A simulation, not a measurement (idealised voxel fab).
The process module that follows is named voxel local oxidation.
It is cross-section cut that appears here, measuring 240 nm in width, its square cells being 5 nm in size.
Square cells in a grid make up a cross-section in this document, and the grid is given as bands, listed from the top down, each one or more rows of cells. Band entry format. Leading values: height of top, height of bottom, nm. Remainder: materials in left-to-right order, each with its width in nm. Special words: "all across" on a single material, which then fills the band edge to edge; "empty", empty space. Zero point of the height axis is 0; under it, received wafer = one material. Lowest band: continues down indefinitely, "from 0 down". With a width like "30 to 40", each row of cells in the band differs from the next by the same amount, the top row carrying the first number and the bottom row the second. What does "left unchanged" mean for a step? It means no cell of the cross-section changed in that step. Under "Unvented voids" you'll find the enclosed gaps, the ones with no way out to the top, that are 8 cells or bigger; each reads width x height at distance, with distance counted from the left edge, everything in nm. Heads up: the bit after the settings on a step's line is the simulator's remark on that step. Each step line may optionally specify "overlay nm", which for a step with a mask gives the rightward distance between the mask's planned place and where it lay, a negative value indicating the leftward direction. In what follows, pairs of cross-sections are presented, each taken before and after one process step, with the after cross-section shown only down to the lowest band that was altered; the step, together with its settings, is stated below the pair. The pairs may stem from different runs of this module on the same starting wafer; accordingly, a pair should be taken as continuing from the one above it solely where its entry headed "Before step" indicates as much.
Before step
> from 0 down  Si all across
> Unvented voids: none
Post-Process Section
> from 0 to -5  SiO2 all across
> Below -5, the layers are the same as they were.
> Unvented voids: none
Which process step falls between the two cross-sections above? OXIDIZE | depth nm 5
Before step: carried over from the after image of the pair right above.
Post-Process Section
> from 15 to 0  SiN all across
> Below 0, the layers are the same as they were.
> Unvented voids: none
Which process step falls between the two cross-sections above? CONFORMAL_DEP | material SiN | thk nm 15
Before step: carried over from the after image of the pair right above.
Post-Process Section
> from 15 to 0  empty: 60; SiN: 115; empty: 65
> Below 0, the layers are the same as they were.
> Unvented voids: none
Which process step falls between the two cross-sections above? MASKED_ETCH | tone cover | mask id ACTIVE | width nm 115 | etch materials SiN | depth nm 15 | overlay nm 0
Before step: carried over from the after image of the pair right above.
Post-Process Section
> from 15 to 0  empty: 60; SiN: 115; empty: 65
> from 0 to -5  empty: 65; SiO2: 105; empty: 70
> Below -5, the layers are the same as they were.
> Unvented voids: none
Which process step falls between the two cross-sections above? SELECTIVE_ETCH | etch materials SiO2 | depth nm 5
Before step: carried over from the after image of the pair right above.
Post-Process Section
> from 15 to 0  empty: 60; SiN: 115; empty: 65
> from 0 to -5  empty: 65; SiO2: 105; empty: 70
> from -5 to -15  SiO2: 75; Si: 85; SiO2: 80
> Below -15, the layers are the same as they were.
> Unvented voids: none
Which process step falls between the two cross-sections above? OXIDIZE | depth nm 10
Before step: carried over from the after image of the pair right above.
Post-Process Section
> from 0 to -5  empty: 65; SiO2: 105; empty: 70
> Below -5, the layers are the same as they were.
> Unvented voids: none
Which process step falls between the two cross-sections above? STRIP | etch materials SiN
Before step
> from 15 to 0  empty: 60; SiN: 115; empty: 65
> from 0 to -5  empty: 65; SiO2: 105; empty: 70
> from -5 down  Si all across
> Unvented voids: none
Post-Process Section
> from 0 to -5  empty: 65; SiO2: 105; empty: 70
> Below -5, the layers are the same as they were.
> Unvented voids: none
Which process step falls between the two cross-sections above? STRIP | etch materials SiN
Before step: carried over from the after image of the pair right above.
Post-Process Section
> from 0 to -5  empty: 65; SiO2: 105; empty: 70
> from -5 to -15  SiO2: 75; Si: 85; SiO2: 80
> Below -15, the layers are the same as they were.
> Unvented voids: none
Which process step falls between the two cross-sections above? OXIDIZE | depth nm 10
Before step
> from 15 to 0  empty: 60; SiN: 115; empty: 65
> from 0 to -5  empty: 65; SiO2: 105; empty: 70
> from -5 down  Si all across
> Unvented voids: none
Post-Process Section
> from 15 to 0  empty: 60; SiN: 115; empty: 65
> from 0 to -5  empty: 65; SiO2: 105; empty: 70
> from -5 to -20  SiO2: 80; Si: 75; SiO2: 85
> Below -20, the layers are the same as they were.
> Unvented voids: none
Which process step falls between the two cross-sections above? OXIDIZE | depth nm 15
Before step: carried over from the after image of the pair right above.
Post-Process Section
> from 0 to -5  empty: 65; SiO2: 105; empty: 70
> Below -5, the layers are the same as they were.
> Unvented voids: none
Which process step falls between the two cross-sections above? STRIP | etch materials SiN
Before step
> from 15 to 0  SiN all across
> from 0 to -5  SiO2 all across
> from -5 down  Si all across
> Unvented voids: none
Post-Process Section
> from 15 to 0  empty: 65; SiN: 110; empty: 65
> Below 0, the layers are the same as they were.
> Unvented voids: none
Which process step falls between the two cross-sections above? MASKED_ETCH | tone cover | mask id ACTIVE | width nm 110 | etch materials SiN | depth nm 15 | overlay nm 0
Before step: carried over from the after image of the pair right above.
Post-Process Section
> from 15 to 0  empty: 65; SiN: 110; empty: 65
> from 0 to -5  empty: 70; SiO2: 100; empty: 70
> Below -5, the layers are the same as they were.
> Unvented voids: none
Which process step falls between the two cross-sections above? SELECTIVE_ETCH | etch materials SiO2 | depth nm 5
Before step: carried over from the after image of the pair right above.
Post-Process Section
> from 15 to 0  empty: 65; SiN: 110; empty: 65
> from 0 to -5  empty: 70; SiO2: 100; empty: 70
> from -5 to -15  SiO2: 80; Si: 80; SiO2: 80
> Below -15, the layers are the same as they were.
> Unvented voids: none
Which process step falls between the two cross-sections above? OXIDIZE | depth nm 10
Before step: carried over from the after image of the pair right above.
Post-Process Section
> from 0 to -5  empty: 70; SiO2: 100; empty: 70
> Below -5, the layers are the same as they were.
> Unvented voids: none
Which process step falls between the two cross-sections above? STRIP | etch materials SiN
Before step
> from 15 to 0  SiN all across
> from 0 to -5  SiO2 all across
> from -5 down  Si all across
> Unvented voids: none
Post-Process Section
> from 15 to 0  empty: 50; SiN: 115; empty: 75
> Below 0, the layers are the same as they were.
> Unvented voids: none
Which process step falls between the two cross-sections above? MASKED_ETCH | tone cover | mask id ACTIVE | width nm 115 | etch materials SiN | depth nm 15 | overlay nm -10
Before step: carried over from the after image of the pair right above.
Post-Process Section
> from 15 to 0  empty: 50; SiN: 115; empty: 75
> from 0 to -5  empty: 55; SiO2: 105; empty: 80
> Below -5, the layers are the same as they were.
> Unvented voids: none
Which process step falls between the two cross-sections above? SELECTIVE_ETCH | etch materials SiO2 | depth nm 5
Before step: carried over from the after image of the pair right above.
Post-Process Section
> from 15 to 0  empty: 50; SiN: 115; empty: 75
> from 0 to -5  empty: 55; SiO2: 105; empty: 80
> from -5 to -15  SiO2: 65; Si: 85; SiO2: 90
> Below -15, the layers are the same as they were.
> Unvented voids: none
Which process step falls between the two cross-sections above? OXIDIZE | depth nm 10
Before step: carried over from the after image of the pair right above.
Post-Process Section
> from 0 to -5  empty: 55; SiO2: 105; empty: 80
> Below -5, the layers are the same as they were.
> Unvented voids: none
Which process step falls between the two cross-sections above? STRIP | etch materials SiN
Before step
> from 0 to -5  SiO2 all across
> from -5 down  Si all across
> Unvented voids: none
Post-Process Section
> from 15 to -5  SiO2 all across
> Below -5, the layers are the same as they were.
> Unvented voids: none
Which process step falls between the two cross-sections above? CONFORMAL_DEP | material SiO2 | thk nm 15
Before step: carried over from the after image of the pair right above.
Post-Process Section
> from 10 to -5  SiO2 all across
> Below -5, the layers are the same as they were.
> Unvented voids: none
Which process step falls between the two cross-sections above? SELECTIVE_ETCH | etch materials SiO2 | depth nm 5
Before step
> from 15 to 0  SiN all across
> from 0 to -5  SiO2 all across
> from -5 down  Si all across
> Unvented voids: none
Post-Process Section
> from 15 to 0  SiN: 60; empty: 115; SiN: 65
> Below 0, the layers are the same as they were.
> Unvented voids: none
Which process step falls between the two cross-sections above? MASKED_ETCH | tone open | mask id ACTIVE | width nm 115 | etch materials SiN | depth nm 15 | overlay nm 0
Before step: carried over from the after image of the pair right above.
Post-Process Section
> from 15 to 0  SiN: 60; empty: 115; SiN: 65
> from 0 to -5  SiO2: 55; empty: 125; SiO2: 60
> Below -5, the layers are the same as they were.
> Unvented voids: none
Which process step falls between the two cross-sections above? SELECTIVE_ETCH | etch materials SiO2 | depth nm 5
Before step: carried over from the after image of the pair right above.
Post-Process Section
> from 15 to 0  SiN: 60; empty: 115; SiN: 65
> from 0 to -5  SiO2: 55; empty: 125; SiO2: 60
> from -5 to -15  Si: 45; SiO2: 145; Si: 50
> Below -15, the layers are the same as they were.
> Unvented voids: none
Which process step falls between the two cross-sections above? OXIDIZE | depth nm 10
Before step: carried over from the after image of the pair right above.
Post-Process Section
> from 0 to -5  SiO2: 55; empty: 125; SiO2: 60
> Below -5, the layers are the same as they were.
> Unvented voids: none
Which process step falls between the two cross-sections above? STRIP | etch materials SiN
